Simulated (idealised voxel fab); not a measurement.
The name of this process module is voxel spacer lines.
The cross-section shown here is cut; it is 235 nm wide and divided into square cells measuring 5 nm on a side.
The cross-sections in this document take the form of a grid made of square cells. They are written out as bands, in order from top to bottom. Each band consists of one or more rows of cells.
Read a band's entry like this: the first values are the height of its top and the height of its bottom in nm, and what follows is the sequence of materials from left to right, each with its width in nm. Note that "air" is empty space, and that a single material marked "edge to edge" reaches across the band from edge to edge.
Below 0: as-received wafer, all one material; heights counted from there. Lowest band: no bottom, goes on down, written "0 down".
Width: "30..40" (first number = top row, second number = bottom row, same change from row to row of cells).
The designation "nothing was modified", where it is given for a processing step, indicates that no cell of the cross-section was altered in the course of that step.
What "Fully sealed cavities" gives you is every empty space of 8 cells or more that is cut off from the top. Each appears as width x height at distance, with the distance taken from the left edge and width, height and distance all in nm.
On a step's line, text after the settings is the simulator commenting on that step.
overlay nm, on a step with a mask: how far to the right of its planned place the mask lay; to the left if negative

THE FOLLOWING LIST GIVES THE PLANNED PROCESS STEPS
1. RECEIVE,material Si
2. CONFORMAL_DEP,material Al2O3,thk nm 5
3. DIRECTIONAL_DEP,material W,thk nm 10
4. DIRECTIONAL_DEP,material aC,thk nm 25
5. PATTERN,tone cover,mask id MANDREL,material resist,width nm 15,pitch nm 60,thk nm 35,overlay nm 0
6. DIRECTIONAL_ETCH,etch materials aC,depth nm 25
7. STRIP,etch materials resist
8. CONFORMAL_DEP,material SiO2,thk nm 15
9. DIRECTIONAL_ETCH,etch materials SiO2,depth nm 15
10. STRIP,etch materials aC
11. DIRECTIONAL_ETCH,etch materials W,depth nm 10
12. STRIP,etch materials SiO2
13. FILL_DEP,material lowk,thk nm 10
14. CMP,height nm 15

ON THE FIRST OF THE TWO WAFERS: RUN CONDUCTED ACCORDING TO PLAN

THE CROSS-SECTION HERE SHOWS THE WAFER AS RECEIVED, I.E. IN ITS STATE AFTER STEP 1
    0 down: Si edge to edge
    Fully sealed cavities: none

AFTER STEP 2
    5 to 0: Al2O3 edge to edge
    below 0: unchanged

AFTER STEP 3
    15 to 5: W edge to edge
    below 5: unchanged

AFTER STEP 4
    40 to 15: aC edge to edge
    below 15: unchanged

AFTER STEP 5
    75 to 40: air (50), resist (15), air (45), resist (15), air (45), resist (15), air (50)
    below 40: unchanged

AFTER STEP 6
    50 to 40: air (50), resist (15), air (45), resist (15), air (45), resist (15), air (50)
    40 to 15: air (50), aC (15), air (45), aC (15), air (45), aC (15), air (50)
    below 15: unchanged

AFTER STEP 7
    40 to 15: air (50), aC (15), air (45), aC (15), air (45), aC (15), air (50)
    below 15: unchanged

AFTER STEP 8
    55 to 40: air (35), SiO2 (45), air (15), SiO2 (45), air (15), SiO2 (45), air (35)
    40 to 30: air (35), SiO2 (15), aC (15), SiO2 (15), air (15), SiO2 (15), aC (15), SiO2 (15), air (15), SiO2 (15), aC (15), SiO2 (15), air (35)
    30 to 15: SiO2 (50), aC (15), SiO2 (45), aC (15), SiO2 (45), aC (15), SiO2 (50)
    below 15: unchanged

AFTER STEP 9
    40 to 15: air (35), SiO2 (15), aC (15), SiO2 (15), air (15), SiO2 (15), aC (15), SiO2 (15), air (15), SiO2 (15), aC (15), SiO2 (15), air (35)
    below 15: unchanged

AFTER STEP 10
    40 to 15: air (35), SiO2 (15), air (15), SiO2 (15), air (15), SiO2 (15), air (15), SiO2 (15), air (15), SiO2 (15), air (15), SiO2 (15), air (35)
    below 15: unchanged

AFTER STEP 11
    40 to 15: air (35), SiO2 (15), air (15), SiO2 (15), air (15), SiO2 (15), air (15), SiO2 (15), air (15), SiO2 (15), air (15), SiO2 (15), air (35)
    15 to 5: air (35), W (15), air (15), W (15), air (15), W (15), air (15), W (15), air (15), W (15), air (15), W (15), air (35)
    below 5: unchanged

AFTER STEP 12
    15 to 5: air (35), W (15), air (15), W (15), air (15), W (15), air (15), W (15), air (15), W (15), air (15), W (15), air (35)
    below 5: unchanged

AFTER STEP 13
    25 to 15: lowk edge to edge
    15 to 5: lowk (35), W (15), lowk (15), W (15), lowk (15), W (15), lowk (15), W (15), lowk (15), W (15), lowk (15), W (15), lowk (35)
    below 5: unchanged

AFTER STEP 14
    15 to 5: lowk (35), W (15), lowk (15), W (15), lowk (15), W (15), lowk (15), W (15), lowk (15), W (15), lowk (15), W (15), lowk (35)
    below 5: unchanged

COMPANION WAFER, THE SECOND OF TWO: SAME BEGINNING, SAME INTENDED SEQUENCE, ONE MISTAKE IN CARRYING IT OUT; THROUGH STEP 4 INCLUSIVE IT TRACKS THE FIRST EXACTLY

CROSS-SECTION OF THE SECOND WAFER CORRESPONDING TO THE PLANNED CONCLUSION OF STEP 5
    75 to 40: air (45), resist (25), air (35), resist (25), air (35), resist (25), air (45)
    below 40: unchanged

CROSS-SECTION OF THE SECOND WAFER CORRESPONDING TO THE PLANNED CONCLUSION OF STEP 6
    50 to 40: air (45), resist (25), air (35), resist (25), air (35), resist (25), air (45)
    40 to 15: air (45), aC (25), air (35), aC (25), air (35), aC (25), air (45)
    below 15: unchanged

CROSS-SECTION OF THE SECOND WAFER CORRESPONDING TO THE PLANNED CONCLUSION OF STEP 7
    40 to 15: air (45), aC (25), air (35), aC (25), air (35), aC (25), air (45)
    below 15: unchanged

CROSS-SECTION OF THE SECOND WAFER CORRESPONDING TO THE PLANNED CONCLUSION OF STEP 8
    55 to 40: air (30), SiO2 (55), air (5), SiO2 (55), air (5), SiO2 (55), air (30)
    40 to 30: air (30), SiO2 (15), aC (25), SiO2 (15), air (5), SiO2 (15), aC (25), SiO2 (15), air (5), SiO2 (15), aC (25), SiO2 (15), air (30)
    30 to 15: SiO2 (45), aC (25), SiO2 (35), aC (25), SiO2 (35), aC (25), SiO2 (45)
    below 15: unchanged

CROSS-SECTION OF THE SECOND WAFER CORRESPONDING TO THE PLANNED CONCLUSION OF STEP 9
    40 to 15: air (30), SiO2 (15), aC (25), SiO2 (15), air (5), SiO2 (15), aC (25), SiO2 (15), air (5), SiO2 (15), aC (25), SiO2 (15), air (30)
    below 15: unchanged

CROSS-SECTION OF THE SECOND WAFER CORRESPONDING TO THE PLANNED CONCLUSION OF STEP 10
    40 to 15: air (30), SiO2 (15), air (25), SiO2 (15), air (5), SiO2 (15), air (25), SiO2 (15), air (5), SiO2 (15), air (25), SiO2 (15), air (30)
    below 15: unchanged

CROSS-SECTION OF THE SECOND WAFER CORRESPONDING TO THE PLANNED CONCLUSION OF STEP 11
    40 to 15: air (30), SiO2 (15), air (25), SiO2 (15), air (5), SiO2 (15), air (25), SiO2 (15), air (5), SiO2 (15), air (25), SiO2 (15), air (30)
    15 to 5: air (30), W (15), air (25), W (15), air (5), W (15), air (25), W (15), air (5), W (15), air (25), W (15), air (30)
    below 5: unchanged

CROSS-SECTION OF THE SECOND WAFER CORRESPONDING TO THE PLANNED CONCLUSION OF STEP 12
    15 to 5: air (30), W (15), air (25), W (15), air (5), W (15), air (25), W (15), air (5), W (15), air (25), W (15), air (30)
    below 5: unchanged

CROSS-SECTION OF THE SECOND WAFER CORRESPONDING TO THE PLANNED CONCLUSION OF STEP 13
    25 to 15: lowk edge to edge
    15 to 5: lowk (30), W (15), lowk (25), W (15), lowk (5), W (15), lowk (25), W (15), lowk (5), W (15), lowk (25), W (15), lowk (30)
    below 5: unchanged

CROSS-SECTION OF THE SECOND WAFER CORRESPONDING TO THE PLANNED CONCLUSION OF STEP 14
    15 to 5: lowk (30), W (15), lowk (25), W (15), lowk (5), W (15), lowk (25), W (15), lowk (5), W (15), lowk (25), W (15), lowk (30)
    below 5: unchanged
Run error: in deviation from the planned setting, step 5 was conducted as PATTERN,tone cover,mask id MANDREL,material resist,width nm 25,pitch nm 60,thk nm 35,overlay nm 0
Matching per-material cell counts, mismatched positions: that is how the second wafer compares with the first at the end.
